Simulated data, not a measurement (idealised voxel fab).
You're looking at the process module voxel capacitor over wiring.
Cross-section cut: width 265 nm, square cells of 5 nm.
Each cross-section below is a grid of square cells, stated as bands in top-down order, with one or more rows of cells making up each band. It is stipulated that each band's entry specify, in nanometres, the height of the top of the band and then that of its bottom, followed by the materials of the band in left-to-right sequence, each together with its width in nanometres. A single material marked by the word "edge to edge" is understood to fill the band from edge to edge; the word "blank" is understood to denote empty space. Height 0 is the level under which the wafer as received is all one material. The lowest band goes on downwards, as in "0 and below". You'd read "30 to 40" like this: the band's top row of cells is as wide as the first number, its bottom row is as wide as the second, and going down, every row changes width by the same amount as the row before did. The cross-section has no changed cell in any step marked "no change". Closed empty spaces (no open way to the top) of 8 cells or more are what "Closed void listing" lists, each as width x height at distance from the left edge, nm for all three. That trailing text on a step's line, after the settings, is the simulator's own remark on the step. The "overlay nm" setting may appear on a step's line; for a step that uses a mask, it gives how far to the right of its planned position the mask lay, and a negative value indicates the left.
Set out below are the planned steps of the process:
1: RECEIVE, material Si
2: CONFORMAL_DEP, material SiO2, thk nm 10
3: DIRECTIONAL_DEP, material TiN, thk nm 5
4: DIRECTIONAL_DEP, material W, thk nm 20
5: PATTERN, tone cover, mask id METAL_1, material resist, width nm 25, pitch nm 75, thk nm 20, overlay nm 0
6: DIRECTIONAL_ETCH, etch materials W, depth nm 20
7: DIRECTIONAL_ETCH, etch materials TiN, depth nm 5
8: STRIP, etch materials resist
9: FILL_DEP, material lowk, thk nm 10
10: CMP, height nm 35
11: CONFORMAL_DEP, material SiCN, thk nm 5
12: DIRECTIONAL_DEP, material lowk, thk nm 20
13: DIRECTIONAL_DEP, material aC, thk nm 15
14: PATTERN, tone open, mask id PLUG_1, material resist, width nm 15, thk nm 30, overlay nm 0
15: DIRECTIONAL_ETCH, etch materials aC, depth nm 15
16: STRIP, etch materials resist
17: DIRECTIONAL_ETCH, etch materials lowk, depth nm 20
18: DIRECTIONAL_ETCH, etch materials SiCN, depth nm 5
19: STRIP, etch materials aC
20: EPI, material Ru, thk nm 10
21: EPI, material Ru, thk nm 10
22: EPI, material Ru, thk nm 5
23: DIRECTIONAL_DEP, material TiN, thk nm 5
24: DIRECTIONAL_DEP, material SiN, thk nm 5
25: DIRECTIONAL_DEP, material TiN, thk nm 10
26: DIRECTIONAL_DEP, material aC, thk nm 15
27: PATTERN, tone cover, mask id UPPER_PLATE, material resist, width nm 55, thk nm 30, overlay nm 0
28: DIRECTIONAL_ETCH, etch materials aC, depth nm 15
29: STRIP, etch materials resist
30: DIRECTIONAL_ETCH, etch materials TiN, depth nm 10
31: DIRECTIONAL_ETCH, etch materials SiN, depth nm 5
32: STRIP, etch materials aC
33: MASKED_ETCH, tone cover, mask id LOWER_PLATE, width nm 65, etch materials TiN, depth nm 5, overlay nm 0
34: FILL_DEP, material SiO2, thk nm 15
35: CMP, height nm 90
36: DIRECTIONAL_DEP, material aC, thk nm 15
37: PATTERN, tone open, mask id PLUG_2, material resist, width nm 15, thk nm 30, overlay nm -15
38: DIRECTIONAL_ETCH, etch materials aC, depth nm 15
39: STRIP, etch materials resist
40: DIRECTIONAL_ETCH, etch materials SiO2, depth nm 10
41: STRIP, etch materials aC
42: CONFORMAL_DEP, material TiN, thk nm 5
43: FILL_DEP, material W, thk nm 10
44: CMP, height nm 90
45: CONFORMAL_DEP, material SiCN, thk nm 5
All wafers enter the flow in the same state. The overlay nm at step 37 differs from wafer to wafer, and the plan gives the value for the first wafer.
Sectional view: first of several wafers, as received, after step 1:
	0 and below  Si edge to edge
	Closed void listing: none
What follows is a table in which each wafer occupies a row; for the wafer as it stands at the close of the module, the row states, material by material, how many cells have been gained (+) or lost (-) since receipt, and then gives its closed voids:
overlay nm -15 | +15 Ru | +103 SiCN | +11 SiN | +372 SiO2 | +50 TiN | +41 W | +415 lowk | Closed void listing: none
overlay nm -10 | +15 Ru | +103 SiCN | +11 SiN | +372 SiO2 | +50 TiN | +41 W | +415 lowk | Closed void listing: none
overlay nm -5 | +15 Ru | +103 SiCN | +11 SiN | +372 SiO2 | +50 TiN | +41 W | +415 lowk | Closed void listing: none
overlay nm 0 | +15 Ru | +103 SiCN | +11 SiN | +372 SiO2 | +50 TiN | +41 W | +415 lowk | Closed void listing: none
overlay nm 5 | +15 Ru | +103 SiCN | +11 SiN | +372 SiO2 | +50 TiN | +41 W | +415 lowk | Closed void listing: none
overlay nm 10 | +15 Ru | +103 SiCN | +11 SiN | +372 SiO2 | +50 TiN | +41 W | +415 lowk | Closed void listing: none
overlay nm 15 | +15 Ru | +103 SiCN | +11 SiN | +372 SiO2 | +50 TiN | +41 W | +415 lowk | Closed void listing: none
